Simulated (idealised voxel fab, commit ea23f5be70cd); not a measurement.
process module | voxel quadruple lines
cross-section cut | 300 nm wide | cells 5 nm
A cross-section is a grid of square cells, given in bands from the top down. A band is one or more rows of cells.
Each band's line starts with the height of the band's top and of its bottom, in nm. Then come its materials from left to right, each with its width in nm. One material with "throughout" fills the band from edge to edge. "air" is empty space.
Height 0 is the level under which the wafer as received is all one material. The lowest band goes on downwards, as in "0 down".
A width such as "30 to 40" changes by the same amount from each row of cells to the next, from the band's top row to its bottom row.
"no change" after a step means that no cell of the cross-section changed.
closed voids: empty space of 8 cells or more with no open way to the top, each as width x height at its distance from the left edge, in nm
after a step's settings: what the simulator itself notes on the step
overlay nm, on a step with a mask: how far to the right of its planned place the mask lay; to the left if negative
plan
1 op RECEIVE | material Si
2 op CONFORMAL_DEP | material Al2O3 | thk nm 5
3 op DIRECTIONAL_DEP | material W | thk nm 10
4 op DIRECTIONAL_DEP | material polySi | thk nm 15
5 op DIRECTIONAL_DEP | material aC | thk nm 25
6 op PATTERN | tone cover | mask id MANDREL | material resist | width nm 35 | thk nm 35 | overlay nm -15
7 op DIRECTIONAL_ETCH | etch materials aC | depth nm 25
8 op STRIP | etch materials resist
9 op CONFORMAL_DEP | material SiO2 | thk nm 15
10 op DIRECTIONAL_ETCH | etch materials SiO2 | depth nm 15
11 op STRIP | etch materials aC
12 op DIRECTIONAL_ETCH | etch materials polySi | depth nm 15
13 op STRIP | etch materials SiO2
14 op CONFORMAL_DEP | material SiN | thk nm 10
15 op DIRECTIONAL_ETCH | etch materials SiN | depth nm 10
16 op STRIP | etch materials polySi
17 op DIRECTIONAL_ETCH | etch materials W | depth nm 10
18 op STRIP | etch materials SiN
varied across the wafers: overlay nm of step 6. The plan shows the first wafer's value. All wafers start alike
first wafer as received, after step 1
  0 down: Si throughout
  closed voids: none
first wafer at the end, after step 18
  15 to 5: air 90 | W 10 | air 15 | W 10 | air 15 | W 10 | air 15 | W 10 | air 125
  5 to 0: Al2O3 throughout
  0 down: Si throughout
  closed voids: none
last wafer at the end
  15 to 5: air 120 | W 10 | air 15 | W 10 | air 15 | W 10 | air 15 | W 10 | air 95
  5 to 0: Al2O3 throughout
  0 down: Si throughout
  closed voids: none
each wafer at the end: cells of each material gained (+) or lost (-) since it was received, then its closed voids
overlay nm -15 | +60 Al2O3 | +16 W | closed voids: none
overlay nm -10 | +60 Al2O3 | +16 W | closed voids: none
overlay nm -5 | +60 Al2O3 | +16 W | closed voids: none
overlay nm 0 | +60 Al2O3 | +16 W | closed voids: none
overlay nm 5 | +60 Al2O3 | +16 W | closed voids: none
overlay nm 10 | +60 Al2O3 | +16 W | closed voids: none
overlay nm 15 | +60 Al2O3 | +16 W | closed voids: none
